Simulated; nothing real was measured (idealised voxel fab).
process module | voxel double patterning
cross-section cut | 165 nm wide | cells 5 nm
A cross-section is a grid of square cells, given in bands from the top down. A band is one or more rows of cells.
Each band's line starts with the height of the band's top and of its bottom, in nm. Then come its materials from left to right, each with its width in nm. One material with "throughout" fills the band from edge to edge. "air" is empty space.
Height 0 is the level under which the wafer as received is all one material. The lowest band goes on downwards, as in "0 down".
A width such as "30 to 40" changes by the same amount from each row of cells to the next, from the band's top row to its bottom row.
"no change" after a step means that no cell of the cross-section changed.
closed voids: empty space of 8 cells or more with no open way to the top, each as width x height at its distance from the left edge, in nm
after a step's settings: what the simulator itself notes on the step
overlay nm, on a step with a mask: how far to the right of its planned place the mask lay; to the left if negative
plan
1 op RECEIVE | material Si
2 op CONFORMAL_DEP | material SiO2 | thk nm 10
3 op DIRECTIONAL_DEP | material TiN | thk nm 20
4 op DIRECTIONAL_DEP | material SiCN | thk nm 5
5 op DIRECTIONAL_DEP | material aC | thk nm 15
6 op PATTERN | tone open | mask id FIRST | material resist | width nm 15 | pitch nm 50 | thk nm 35 | overlay nm 0
7 op DIRECTIONAL_ETCH | etch materials aC | depth nm 15
8 op STRIP | etch materials resist
9 op DIRECTIONAL_ETCH | etch materials SiCN | depth nm 5
10 op STRIP | etch materials aC
11 op PATTERN | tone open | mask id SECOND | material resist | width nm 15 | pitch nm 50 | thk nm 20 | overlay nm 0
12 op DIRECTIONAL_ETCH | etch materials SiCN | depth nm 5
13 op STRIP | etch materials resist
14 op DIRECTIONAL_ETCH | etch materials TiN | depth nm 20
15 op STRIP | etch materials SiCN
first wafer, as planned
as received, after step 1
  0 down: Si throughout
  closed voids: none
after step 2
  10 to 0: SiO2 throughout
  below 0: unchanged
after step 3
  30 to 10: TiN throughout
  below 10: unchanged
after step 4
  35 to 30: SiCN throughout
  below 30: unchanged
after step 5
  50 to 35: aC throughout
  below 35: unchanged
after step 6
  85 to 50: resist 25 | air 15 | resist 35 | air 15 | resist 35 | air 15 | resist 25
  below 50: unchanged
after step 7
  70 to 50: resist 25 | air 15 | resist 35 | air 15 | resist 35 | air 15 | resist 25
  50 to 35: aC 25 | air 15 | aC 35 | air 15 | aC 35 | air 15 | aC 25
  below 35: unchanged
after step 8
  50 to 35: aC 25 | air 15 | aC 35 | air 15 | aC 35 | air 15 | aC 25
  below 35: unchanged
after step 9
  50 to 35: aC 25 | air 15 | aC 35 | air 15 | aC 35 | air 15 | aC 25
  35 to 30: SiCN 25 | air 15 | SiCN 35 | air 15 | SiCN 35 | air 15 | SiCN 25
  below 30: unchanged
after step 10
  35 to 30: SiCN 25 | air 15 | SiCN 35 | air 15 | SiCN 35 | air 15 | SiCN 25
  below 30: unchanged
after step 11
  55 to 35: resist 50 | air 15 | resist 35 | air 15 | resist 50
  35 to 30: SiCN 25 | resist 15 | SiCN 35 | resist 15 | SiCN 35 | resist 15 | SiCN 25
  below 30: unchanged
after step 12
  55 to 35: resist 50 | air 15 | resist 35 | air 15 | resist 50
  35 to 30: SiCN 25 | resist 15 | SiCN 10 | air 15 | SiCN 10 | resist 15 | SiCN 10 | air 15 | SiCN 10 | resist 15 | SiCN 25
  below 30: unchanged
after step 13
  35 to 30: SiCN 25 | air 15 | SiCN 10 | air 15 | SiCN 10 | air 15 | SiCN 10 | air 15 | SiCN 10 | air 15 | SiCN 25
  below 30: unchanged
after step 14
  35 to 30: SiCN 25 | air 15 | SiCN 10 | air 15 | SiCN 10 | air 15 | SiCN 10 | air 15 | SiCN 10 | air 15 | SiCN 25
  30 to 10: TiN 25 | air 15 | TiN 10 | air 15 | TiN 10 | air 15 | TiN 10 | air 15 | TiN 10 | air 15 | TiN 25
  below 10: unchanged
after step 15
  30 to 10: TiN 25 | air 15 | TiN 10 | air 15 | TiN 10 | air 15 | TiN 10 | air 15 | TiN 10 | air 15 | TiN 25
  below 10: unchanged
second wafer: like start, like plan, one mistake. Through step 5 it matches the first wafer
when step 6 should have ended
  85 to 50: resist 25 | air 20 | resist 30 | air 20 | resist 30 | air 20 | resist 20
  below 50: unchanged
when step 7 should have ended
  70 to 50: resist 25 | air 20 | resist 30 | air 20 | resist 30 | air 20 | resist 20
  50 to 35: aC 25 | air 20 | aC 30 | air 20 | aC 30 | air 20 | aC 20
  below 35: unchanged
when step 8 should have ended
  50 to 35: aC 25 | air 20 | aC 30 | air 20 | aC 30 | air 20 | aC 20
  below 35: unchanged
when step 9 should have ended
  50 to 35: aC 25 | air 20 | aC 30 | air 20 | aC 30 | air 20 | aC 20
  35 to 30: SiCN 25 | air 20 | SiCN 30 | air 20 | SiCN 30 | air 20 | SiCN 20
  below 30: unchanged
when step 10 should have ended
  35 to 30: SiCN 25 | air 20 | SiCN 30 | air 20 | SiCN 30 | air 20 | SiCN 20
  below 30: unchanged
when step 11 should have ended
  55 to 35: resist 50 | air 15 | resist 35 | air 15 | resist 50
  35 to 30: SiCN 25 | resist 20 | SiCN 30 | resist 20 | SiCN 30 | resist 20 | SiCN 20
  below 30: unchanged
when step 12 should have ended
  55 to 35: resist 50 | air 15 | resist 35 | air 15 | resist 50
  35 to 30: SiCN 25 | resist 20 | SiCN 5 | air 15 | SiCN 10 | resist 20 | SiCN 5 | air 15 | SiCN 10 | resist 20 | SiCN 20
  below 30: unchanged
when step 13 should have ended
  35 to 30: SiCN 25 | air 20 | SiCN 5 | air 15 | SiCN 10 | air 20 | SiCN 5 | air 15 | SiCN 10 | air 20 | SiCN 20
  below 30: unchanged
when step 14 should have ended
  35 to 30: SiCN 25 | air 20 | SiCN 5 | air 15 | SiCN 10 | air 20 | SiCN 5 | air 15 | SiCN 10 | air 20 | SiCN 20
  30 to 10: TiN 25 | air 20 | TiN 5 | air 15 | TiN 10 | air 20 | TiN 5 | air 15 | TiN 10 | air 20 | TiN 20
  below 10: unchanged
when step 15 should have ended
  30 to 10: TiN 25 | air 20 | TiN 5 | air 15 | TiN 10 | air 20 | TiN 5 | air 15 | TiN 10 | air 20 | TiN 20
  below 10: unchanged
what went wrong: step 6 ran as: op PATTERN | tone open | mask id FIRST | material resist | width nm 20 | pitch nm 50 | thk nm 35 | overlay nm 0
at the end the second wafer has, in cells: 12 fewer of TiN
